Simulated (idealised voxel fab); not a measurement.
You're looking at the process module voxel double patterning.
For reference, the cross-section in this document is cut, with width 265 nm and square cells of 5 nm.
Cross-section layout: square cells on a grid; listed as bands, top to bottom; a band spans one or more cell rows.
Band: top and bottom heights (nm) first, top before bottom; then materials from left to right, widths in nm. "everywhere" marks a sole material filling the band edge to edge. "blank" denotes empty space.
Convention: height 0 is the level below which the wafer, as received, is all one material. The lowest band does not terminate at the bottom but continues downward, represented as "top 0, no bottom".
Think of "30->40" as a width that walks from the first number to the second as you go down the band, top row to bottom row, taking equal-sized steps from row to row.
"changes: none" for a step: no cell of the cross-section changed in that step.
"Sealed-off cavities" specifies each empty space that is not open to the top and that occupies no fewer than 8 cells, using the form width x height at distance, the distance measured from the left edge and all three quantities in nm.
Note: text after step settings on the step line = simulator remark on that step.
overlay nm: for a step with a mask, the amount by which the mask lay right of where it was planned; a negative amount means left of it.

# Set out below are the planned steps of the process
step 1: RECEIVE with material Si
step 2: CONFORMAL_DEP with material SiO2, thk nm 5
step 3: DIRECTIONAL_DEP with material TiN, thk nm 15
step 4: DIRECTIONAL_DEP with material SiN, thk nm 5
step 5: MASKED_ETCH with tone open, mask id FIRST, width nm 15, pitch nm 50, etch materials SiN, depth nm 5, overlay nm 0
step 6: PATTERN with tone open, mask id SECOND, material resist, width nm 15, pitch nm 50, thk nm 15, overlay nm 0
step 7: DIRECTIONAL_ETCH with etch materials SiN, depth nm 5
step 8: STRIP with etch materials resist
step 9: DIRECTIONAL_ETCH with etch materials TiN, depth nm 15
step 10: STRIP with etch materials SiN
Wafer-to-wafer difference: width nm, step 6. Common start. Plan = first wafer's value.

# The first of several wafers as received, shown in cross-section; this is its state after step 1
top 0, no bottom = Si everywhere
Sealed-off cavities: none

# Per-wafer rows below. For each material: cells gained (+) or lost (-) since the wafer was received, as of end of module. Then: closed voids
width nm 15, +53 SiO2, +114 TiN, Sealed-off cavities: none
width nm 20, +53 SiO2, +108 TiN, Sealed-off cavities: none
width nm 25, +53 SiO2, +102 TiN, Sealed-off cavities: none
width nm 30, +53 SiO2, +96 TiN, Sealed-off cavities: none
